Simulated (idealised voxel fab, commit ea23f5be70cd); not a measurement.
process module | voxel air gaps
cross-section cut | 185 nm wide | cells 5 nm
A cross-section is a grid of square cells, given in bands from the top down. A band is one or more rows of cells.
Each band's line starts with the height of the band's top and of its bottom, in nm. Then come its materials from left to right, each with its width in nm. One material with "throughout" fills the band from edge to edge. "air" is empty space.
Height 0 is the level under which the wafer as received is all one material. The lowest band goes on downwards, as in "0 down".
A width such as "30 to 40" changes by the same amount from each row of cells to the next, from the band's top row to its bottom row.
"no change" after a step means that no cell of the cross-section changed.
closed voids: empty space of 8 cells or more with no open way to the top, each as width x height at its distance from the left edge, in nm
after a step's settings: what the simulator itself notes on the step
overlay nm, on a step with a mask: how far to the right of its planned place the mask lay; to the left if negative
plan
1 op RECEIVE | material Si
2 op CONFORMAL_DEP | material SiO2 | thk nm 15
3 op CONFORMAL_DEP | material SiCN | thk nm 5
4 op DIRECTIONAL_DEP | material lowk | thk nm 40
5 op DIRECTIONAL_DEP | material aC | thk nm 10
6 op PATTERN | tone open | mask id LINES | material resist | width nm 20 | pitch nm 45 | thk nm 30 | overlay nm 0
7 op DIRECTIONAL_ETCH | etch materials aC | depth nm 10
8 op STRIP | etch materials resist
9 op DIRECTIONAL_ETCH | etch materials lowk | depth nm 40
10 op STRIP | etch materials aC
11 op CONFORMAL_DEP | material TiN | thk nm 5
12 op FILL_DEP | material Cu | thk nm 10
13 op CMP | height nm 60
14 op EPI | material Ru | thk nm 10
15 op SELECTIVE_ETCH | etch materials lowk | depth nm 50
16 op CONFORMAL_DEP | material SiCN | thk nm 5
first wafer, as planned
as received, after step 1
  0 down: Si throughout
  closed voids: none
after step 2
  15 to 0: SiO2 throughout
  below 0: unchanged
after step 3
  20 to 15: SiCN throughout
  below 15: unchanged
after step 4
  60 to 20: lowk throughout
  below 20: unchanged
after step 5
  70 to 60: aC throughout
  below 60: unchanged
after step 6
  100 to 70: resist 35 | air 20 | resist 25 | air 20 | resist 25 | air 20 | resist 40
  below 70: unchanged
after step 7
  90 to 70: resist 35 | air 20 | resist 25 | air 20 | resist 25 | air 20 | resist 40
  70 to 60: aC 35 | air 20 | aC 25 | air 20 | aC 25 | air 20 | aC 40
  below 60: unchanged
after step 8
  70 to 60: aC 35 | air 20 | aC 25 | air 20 | aC 25 | air 20 | aC 40
  below 60: unchanged
after step 9
  70 to 60: aC 35 | air 20 | aC 25 | air 20 | aC 25 | air 20 | aC 40
  60 to 20: lowk 35 | air 20 | lowk 25 | air 20 | lowk 25 | air 20 | lowk 40
  below 20: unchanged
after step 10
  60 to 20: lowk 35 | air 20 | lowk 25 | air 20 | lowk 25 | air 20 | lowk 40
  below 20: unchanged
after step 11
  65 to 60: TiN 40 | air 10 | TiN 35 | air 10 | TiN 35 | air 10 | TiN 45
  60 to 25: lowk 35 | TiN 5 | air 10 | TiN 5 | lowk 25 | TiN 5 | air 10 | TiN 5 | lowk 25 | TiN 5 | air 10 | TiN 5 | lowk 40
  25 to 20: lowk 35 | TiN 20 | lowk 25 | TiN 20 | lowk 25 | TiN 20 | lowk 40
  below 20: unchanged
after step 12
  75 to 65: Cu throughout
  65 to 60: TiN 40 | Cu 10 | TiN 35 | Cu 10 | TiN 35 | Cu 10 | TiN 45
  60 to 25: lowk 35 | TiN 5 | Cu 10 | TiN 5 | lowk 25 | TiN 5 | Cu 10 | TiN 5 | lowk 25 | TiN 5 | Cu 10 | TiN 5 | lowk 40
  below 25: unchanged
after step 13
  60 to 25: lowk 35 | TiN 5 | Cu 10 | TiN 5 | lowk 25 | TiN 5 | Cu 10 | TiN 5 | lowk 25 | TiN 5 | Cu 10 | TiN 5 | lowk 40
  below 25: unchanged
after step 14
  70 to 60: air 25 | Ru 40 | air 5 | Ru 40 | air 5 | Ru 40 | air 30
  below 60: unchanged
after step 15
  70 to 60: air 25 | Ru 40 | air 5 | Ru 40 | air 5 | Ru 40 | air 30
  60 to 25: air 35 | TiN 5 | Cu 10 | TiN 5 | air 25 | TiN 5 | Cu 10 | TiN 5 | air 25 | TiN 5 | Cu 10 | TiN 5 | air 40
  25 to 20: air 35 | TiN 20 | air 25 | TiN 20 | air 25 | TiN 20 | air 40
  below 20: unchanged
after step 16
  75 to 70: air 20 | SiCN 140 | air 25
  70 to 60: air 20 | SiCN 5 | Ru 40 | SiCN 5 | Ru 40 | SiCN 5 | Ru 40 | SiCN 5 | air 25
  60 to 55: air 20 | SiCN 15 | TiN 5 | Cu 10 | TiN 5 | SiCN 25 | TiN 5 | Cu 10 | TiN 5 | SiCN 25 | TiN 5 | Cu 10 | TiN 5 | SiCN 15 | air 25
  55 to 25: air 30 | SiCN 5 | TiN 5 | Cu 10 | TiN 5 | SiCN 5 | air 15 | SiCN 5 | TiN 5 | Cu 10 | TiN 5 | SiCN 5 | air 15 | SiCN 5 | TiN 5 | Cu 10 | TiN 5 | SiCN 5 | air 35
  25 to 20: SiCN 35 | TiN 20 | SiCN 25 | TiN 20 | SiCN 25 | TiN 20 | SiCN 40
  below 20: unchanged
  closed voids: 15 x 30 at 60; 15 x 30 at 105
second wafer: like start, like plan, one mistake. Through step 2 it matches the first wafer
when step 3 should have ended: no change
when step 4 should have ended
  55 to 15: lowk throughout
  below 15: unchanged
when step 5 should have ended
  65 to 55: aC throughout
  below 55: unchanged
when step 6 should have ended
  95 to 65: resist 35 | air 20 | resist 25 | air 20 | resist 25 | air 20 | resist 40
  below 65: unchanged
when step 7 should have ended
  85 to 65: resist 35 | air 20 | resist 25 | air 20 | resist 25 | air 20 | resist 40
  65 to 55: aC 35 | air 20 | aC 25 | air 20 | aC 25 | air 20 | aC 40
  below 55: unchanged
when step 8 should have ended
  65 to 55: aC 35 | air 20 | aC 25 | air 20 | aC 25 | air 20 | aC 40
  below 55: unchanged
when step 9 should have ended
  65 to 55: aC 35 | air 20 | aC 25 | air 20 | aC 25 | air 20 | aC 40
  55 to 15: lowk 35 | air 20 | lowk 25 | air 20 | lowk 25 | air 20 | lowk 40
  below 15: unchanged
when step 10 should have ended
  55 to 15: lowk 35 | air 20 | lowk 25 | air 20 | lowk 25 | air 20 | lowk 40
  below 15: unchanged
when step 11 should have ended
  60 to 55: TiN 40 | air 10 | TiN 35 | air 10 | TiN 35 | air 10 | TiN 45
  55 to 20: lowk 35 | TiN 5 | air 10 | TiN 5 | lowk 25 | TiN 5 | air 10 | TiN 5 | lowk 25 | TiN 5 | air 10 | TiN 5 | lowk 40
  20 to 15: lowk 35 | TiN 20 | lowk 25 | TiN 20 | lowk 25 | TiN 20 | lowk 40
  below 15: unchanged
when step 12 should have ended
  70 to 60: Cu throughout
  60 to 55: TiN 40 | Cu 10 | TiN 35 | Cu 10 | TiN 35 | Cu 10 | TiN 45
  55 to 20: lowk 35 | TiN 5 | Cu 10 | TiN 5 | lowk 25 | TiN 5 | Cu 10 | TiN 5 | lowk 25 | TiN 5 | Cu 10 | TiN 5 | lowk 40
  below 20: unchanged
when step 13 should have ended
  60 to 55: TiN 40 | Cu 10 | TiN 35 | Cu 10 | TiN 35 | Cu 10 | TiN 45
  below 55: unchanged
when step 14 should have ended
  70 to 60: Ru throughout
  below 60: unchanged
when step 15 should have ended: no change
when step 16 should have ended
  75 to 70: SiCN throughout
  below 70: unchanged
what went wrong: step 3 was left out
at the end the second wafer has, in cells: 6 more of Cu | 26 more of Ru | 113 fewer of SiCN | 31 more of TiN | 200 more of lowk
closed voids at the end (first wafer, second wafer): 2, 0
